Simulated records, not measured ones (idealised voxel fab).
A process module follows: voxel self aligned contacts.
Cross-sectional view cut (width: 235 nm; square cell size: 5 nm).
Cross-section, as written here: a square-cell grid given band by band from the top down, where a band holds one or more rows of cells.
A band entry consists of two parts. The first gives the height of the band's top and the height of its bottom, in nm. The rest lists the band's materials from left to right, each with its width in nm. A single material labelled with the word "all across" fills the band from edge to edge, and the word "empty" marks empty space.
Heights from 0 (as-received wafer is one material below). Bottom band endless downward, as "z 0 and below".
The two numbers in a width such as "30..40" mark its ends across the band: the first belongs to the top row of cells, the second to the bottom row, and from each row to the next the width moves by the same amount.
The cross-section has no changed cell in any step marked "all unchanged".
The label "Closed cavities" introduces a list of the empty spaces, 8 cells or larger, that have no open way up to the top; each entry in it reads width x height at distance, where the distance is taken from the left edge and all three are stated in nm.
Post-settings text on a step line: simulator's own remark regarding the step.
The setting "overlay nm" may be written on the line of a step. When the step uses a mask, the value reports how far to the right of the planned place the mask lay, and a negative value reports that it lay to the left.

LIST OF PLANNED PROCESS STEPS
1 RECEIVE [material Si]
2 OXIDIZE [depth nm 5]
3 DIRECTIONAL_DEP [material polySi] [thk nm 25]
4 DIRECTIONAL_DEP [material SiN] [thk nm 15]
5 PATTERN [tone cover] [mask id GATE] [material resist] [width nm 25] [pitch nm 50] [thk nm 20] [overlay nm 0]
6 DIRECTIONAL_ETCH [etch materials SiN] [depth nm 15]
7 DIRECTIONAL_ETCH [etch materials polySi] [depth nm 25]
8 STRIP [etch materials resist]
9 CONFORMAL_DEP [material SiN] [thk nm 5]
10 DIRECTIONAL_ETCH [etch materials SiN] [depth nm 5]
11 FILL_DEP [material SiO2] [thk nm 20]
12 CMP [height nm 50]
13 DIRECTIONAL_DEP [material aC] [thk nm 10]
14 PATTERN [tone open] [mask id CONTACT] [material resist] [width nm 35] [pitch nm 50] [thk nm 30] [overlay nm 0]
15 DIRECTIONAL_ETCH [etch materials aC] [depth nm 10]
16 STRIP [etch materials resist]
17 DIRECTIONAL_ETCH [etch materials SiO2] [depth nm 55]
18 STRIP [etch materials aC]
19 CONFORMAL_DEP [material TiN] [thk nm 5]
20 FILL_DEP [material Ru] [thk nm 10]
21 CMP [height nm 50]
22 CONFORMAL_DEP [material SiCN] [thk nm 5]

FIRST OF TWO WAFERS, WITH THE RUN CARRIED OUT AS PLANNED

CROSS-SECTION OF THE INCOMING WAFER, STATE AFTER STEP 1
  z 0 and below | Si all across
  Closed cavities: none

AFTER STEP 2
  z 0 to -5 | SiO2 all across
  Below -5, the layers are the same as they were.

AFTER STEP 3
  z 25 to 0 | polySi all across
  Below 0, the layers are the same as they were.

AFTER STEP 4
  z 40 to 25 | SiN all across
  Below 25, the layers are the same as they were.

AFTER STEP 5
  z 60 to 40 | empty (55); resist (25); empty (25); resist (25); empty (25); resist (25); empty (55)
  Below 40, the layers are the same as they were.

AFTER STEP 6
  z 60 to 40 | empty (55); resist (25); empty (25); resist (25); empty (25); resist (25); empty (55)
  z 40 to 25 | empty (55); SiN (25); empty (25); SiN (25); empty (25); SiN (25); empty (55)
  Below 25, the layers are the same as they were.

AFTER STEP 7
  z 60 to 40 | empty (55); resist (25); empty (25); resist (25); empty (25); resist (25); empty (55)
  z 40 to 25 | empty (55); SiN (25); empty (25); SiN (25); empty (25); SiN (25); empty (55)
  z 25 to 0 | empty (55); polySi (25); empty (25); polySi (25); empty (25); polySi (25); empty (55)
  Below 0, the layers are the same as they were.

AFTER STEP 8
  z 40 to 25 | empty (55); SiN (25); empty (25); SiN (25); empty (25); SiN (25); empty (55)
  Below 25, the layers are the same as they were.

AFTER STEP 9
  z 45 to 25 | empty (50); SiN (35); empty (15); SiN (35); empty (15); SiN (35); empty (50)
  z 25 to 5 | empty (50); SiN (5); polySi (25); SiN (5); empty (15); SiN (5); polySi (25); SiN (5); empty (15); SiN (5); polySi (25); SiN (5); empty (50)
  z 5 to 0 | SiN (55); polySi (25); SiN (25); polySi (25); SiN (25); polySi (25); SiN (55)
  Below 0, the layers are the same as they were.

AFTER STEP 10
  z 40 to 25 | empty (50); SiN (35); empty (15); SiN (35); empty (15); SiN (35); empty (50)
  z 25 to 0 | empty (50); SiN (5); polySi (25); SiN (5); empty (15); SiN (5); polySi (25); SiN (5); empty (15); SiN (5); polySi (25); SiN (5); empty (50)
  Below 0, the layers are the same as they were.

AFTER STEP 11
  z 60 to 40 | SiO2 all across
  z 40 to 25 | SiO2 (50); SiN (35); SiO2 (15); SiN (35); SiO2 (15); SiN (35); SiO2 (50)
  z 25 to 0 | SiO2 (50); SiN (5); polySi (25); SiN (5); SiO2 (15); SiN (5); polySi (25); SiN (5); SiO2 (15); SiN (5); polySi (25); SiN (5); SiO2 (50)
  Below 0, the layers are the same as they were.

AFTER STEP 12
  z 50 to 40 | SiO2 all across
  Below 40, the layers are the same as they were.

AFTER STEP 13
  z 60 to 50 | aC all across
  Below 50, the layers are the same as they were.

AFTER STEP 14
  z 90 to 60 | resist (75); empty (35); resist (15); empty (35); resist (75)
  Below 60, the layers are the same as they were.

AFTER STEP 15
  z 80 to 60 | resist (75); empty (35); resist (15); empty (35); resist (75)
  z 60 to 50 | aC (75); empty (35); aC (15); empty (35); aC (75)
  Below 50, the layers are the same as they were.

AFTER STEP 16
  z 60 to 50 | aC (75); empty (35); aC (15); empty (35); aC (75)
  Below 50, the layers are the same as they were.

AFTER STEP 17
  z 60 to 50 | aC (75); empty (35); aC (15); empty (35); aC (75)
  z 50 to 40 | SiO2 (75); empty (35); SiO2 (15); empty (35); SiO2 (75)
  z 40 to 25 | SiO2 (50); SiN (35); empty (15); SiN (35); empty (15); SiN (35); SiO2 (50)
  z 25 to 0 | SiO2 (50); SiN (5); polySi (25); SiN (5); empty (15); SiN (5); polySi (25); SiN (5); empty (15); SiN (5); polySi (25); SiN (5); SiO2 (50)
  z 0 to -5 | SiO2 (85); empty (15); SiO2 (35); empty (15); SiO2 (85)
  Below -5, the layers are the same as they were.

AFTER STEP 18
  z 50 to 40 | SiO2 (75); empty (35); SiO2 (15); empty (35); SiO2 (75)
  Below 40, the layers are the same as they were.

AFTER STEP 19
  z 55 to 50 | TiN (80); empty (25); TiN (25); empty (25); TiN (80)
  z 50 to 40 | SiO2 (75); TiN (5..15); empty (25..5); TiN (5..15); SiO2 (15); TiN (5..15); empty (25..5); TiN (5..15); SiO2 (75)
  z 40 to 25 | SiO2 (50); SiN (35); TiN (5); empty (5); TiN (5); SiN (35); TiN (5); empty (5); TiN (5); SiN (35); SiO2 (50)
  z 25 to 0 | SiO2 (50); SiN (5); polySi (25); SiN (5); TiN (5); empty (5); TiN (5); SiN (5); polySi (25); SiN (5); TiN (5); empty (5); TiN (5); SiN (5); polySi (25); SiN (5); SiO2 (50)
  z 0 to -5 | SiO2 (85); TiN (15); SiO2 (35); TiN (15); SiO2 (85)
  Below -5, the layers are the same as they were.

AFTER STEP 20
  z 65 to 55 | Ru all across
  z 55 to 50 | TiN (80); Ru (25); TiN (25); Ru (25); TiN (80)
  z 50 to 40 | SiO2 (75); TiN (5..15); Ru (25..5); TiN (5..15); SiO2 (15); TiN (5..15); Ru (25..5); TiN (5..15); SiO2 (75)
  z 40 to 25 | SiO2 (50); SiN (35); TiN (5); Ru (5); TiN (5); SiN (35); TiN (5); Ru (5); TiN (5); SiN (35); SiO2 (50)
  z 25 to 0 | SiO2 (50); SiN (5); polySi (25); SiN (5); TiN (5); Ru (5); TiN (5); SiN (5); polySi (25); SiN (5); TiN (5); Ru (5); TiN (5); SiN (5); polySi (25); SiN (5); SiO2 (50)
  Below 0, the layers are the same as they were.

AFTER STEP 21
  z 50 to 40 | SiO2 (75); TiN (5..15); Ru (25..5); TiN (5..15); SiO2 (15); TiN (5..15); Ru (25..5); TiN (5..15); SiO2 (75)
  Below 40, the layers are the same as they were.

AFTER STEP 22
  z 55 to 50 | SiCN all across
  Below 50, the layers are the same as they were.

WAFER TWO. IDENTICAL START, IDENTICAL PLAN. ONE MISTAKE IN EXECUTION. IDENTICAL HISTORY THROUGH STEP 17

CROSS-SECTION: SECOND WAFER, TIME AT WHICH STEP 18 WAS SCHEDULED TO END
  z 60 to 50 | aC (75); empty (85); aC (75)
  z 50 to 40 | SiO2 (75); empty (85); SiO2 (75)
  z 40 to 25 | SiO2 (50); empty (135); SiO2 (50)
  z 25 to 0 | SiO2 (50); empty (5); polySi (25); empty (25); polySi (25); empty (25); polySi (25); empty (5); SiO2 (50)
  Below 0, the layers are the same as they were.

CROSS-SECTION: SECOND WAFER, TIME AT WHICH STEP 19 WAS SCHEDULED TO END
  z 65 to 60 | TiN (80); empty (75); TiN (80)
  z 60 to 50 | aC (75); TiN (5); empty (75); TiN (5); aC (75)
  z 50 to 40 | SiO2 (75); TiN (5); empty (75); TiN (5); SiO2 (75)
  z 40 to 30 | SiO2 (50); TiN (30..5); empty (75..125); TiN (30..5); SiO2 (50)
  z 30 to 25 | SiO2 (50); TiN (35); empty (15); TiN (35); empty (15); TiN (35); SiO2 (50)
  z 25 to 5 | SiO2 (50); TiN (5); polySi (25); TiN (5); empty (15); TiN (5); polySi (25); TiN (5); empty (15); TiN (5); polySi (25); TiN (5); SiO2 (50)
  z 5 to 0 | SiO2 (50); TiN (5); polySi (25); TiN (10); empty (5); TiN (10); polySi (25); TiN (10); empty (5); TiN (10); polySi (25); TiN (5); SiO2 (50)
  z 0 to -5 | SiO2 (85); TiN (15); SiO2 (35); TiN (15); SiO2 (85)
  Below -5, the layers are the same as they were.

CROSS-SECTION: SECOND WAFER, TIME AT WHICH STEP 20 WAS SCHEDULED TO END
  z 75 to 65 | Ru all across
  z 65 to 60 | TiN (80); Ru (75); TiN (80)
  z 60 to 50 | aC (75); TiN (5); Ru (75); TiN (5); aC (75)
  z 50 to 40 | SiO2 (75); TiN (5); Ru (75); TiN (5); SiO2 (75)
  z 40 to 30 | SiO2 (50); TiN (30..5); Ru (75..125); TiN (30..5); SiO2 (50)
  z 30 to 25 | SiO2 (50); TiN (35); Ru (15); TiN (35); Ru (15); TiN (35); SiO2 (50)
  z 25 to 5 | SiO2 (50); TiN (5); polySi (25); TiN (5); Ru (15); TiN (5); polySi (25); TiN (5); Ru (15); TiN (5); polySi (25); TiN (5); SiO2 (50)
  z 5 to 0 | SiO2 (50); TiN (5); polySi (25); TiN (10); Ru (5); TiN (10); polySi (25); TiN (10); Ru (5); TiN (10); polySi (25); TiN (5); SiO2 (50)
  Below 0, the layers are the same as they were.

CROSS-SECTION: SECOND WAFER, TIME AT WHICH STEP 21 WAS SCHEDULED TO END
  z 50 to 40 | SiO2 (75); TiN (5); Ru (75); TiN (5); SiO2 (75)
  Below 40, the layers are the same as they were.

CROSS-SECTION: SECOND WAFER, TIME AT WHICH STEP 22 WAS SCHEDULED TO END
  z 55 to 50 | SiCN all across
  Below 50, the layers are the same as they were.
What was done differently from what was planned? not per plan at step 18, really ran STRIP [etch materials SiN]
Final difference in cells, second wafer against first, listed per material as more or fewer: 74 more of Ru, 93 fewer of SiN, 6 fewer of SiO2, 25 more of TiN
